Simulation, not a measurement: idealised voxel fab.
This is a process module. Its name is voxel fin reveal.
The cross-section shown here is cut; it is 215 nm wide and divided into square cells measuring 5 nm on a side.
Throughout this document, each cross-section is represented as a grid of square cells and is presented as a sequence of bands enumerated from the top downward, where a band comprises one or more rows of cells.
What a band's entry tells you: where the top is and where the bottom is, as heights in nm, and after that what lies inside, material by material from left to right, each with its width in nm. Empty space is written as the word "empty", and a single material marked with the word "all across" occupies the band from edge to edge.
Zero point of the height axis is 0; under it, received wafer = one material. Lowest band: continues down indefinitely, "0 down".
When a width is written as two numbers, as in "30..40", the first number is the width in the top row of cells of the band and the second is the width in its bottom row, and the width changes by the same amount from each row to the next.
Basically "everything unchanged" means that step didn't change any cell in the cross-section.
Empty spaces without an open route to the top, at least 8 cells in extent, make up the entry "Voids, sealed"; each is given as width x height at distance, where the distance is measured from the left edge, and all are in nm.
Where a step's line continues beyond its settings, the continuation is a remark by the simulator itself on that step.
If you see "overlay nm" on a step's line and that step has a mask, it's telling you how far right of where it was planned the mask ended up; a negative number means it went left instead.
### Intended process steps
1. RECEIVE with material Si
2. CONFORMAL_DEP with material SiN, thk nm 5
3. PATTERN with tone cover, mask id FINS, material resist, width nm 15, pitch nm 40, thk nm 15, overlay nm 0
4. DIRECTIONAL_ETCH with etch materials SiN, depth nm 5
5. DIRECTIONAL_ETCH with etch materials Si, depth nm 40
6. STRIP with etch materials resist
7. FILL_DEP with material SiO2, thk nm 15
8. CMP with height nm 5
9. SELECTIVE_ETCH with etch materials SiO2, depth nm 15
10. STRIP with etch materials SiN
### Incoming wafer, cross-sectional view, post step 1
  0 down = Si all across
  Voids, sealed: none
### Cross-section taken at module completion on the first of two wafers; processed per the plan
  0 to -10 = 60 empty, then 15 Si, then 25 empty, then 15 Si, then 25 empty, then 15 Si, then 60 empty
  -10 to -40 = 60 SiO2, then 15 Si, then 25 SiO2, then 15 Si, then 25 SiO2, then 15 Si, then 60 SiO2
  -40 down = Si all across
  Voids, sealed: none
### Second wafer cross-section at end of module - shared start and plan with the first, one mistake in the run
  0 to -10 = 55 empty, then 25 Si, then 15 empty, then 25 Si, then 15 empty, then 25 Si, then 55 empty
  -10 to -40 = 55 SiO2, then 25 Si, then 15 SiO2, then 25 Si, then 15 SiO2, then 25 Si, then 55 SiO2
  -40 down = Si all across
  Voids, sealed: none
Want to know what went wrong? step 3 deviated from plan and actually ran as PATTERN with tone cover, mask id FINS, material resist, width nm 25, pitch nm 40, thk nm 15, overlay nm 0
The second wafer ends with more or fewer cells of some materials than the first, per final count: Si +48; SiO2 -36
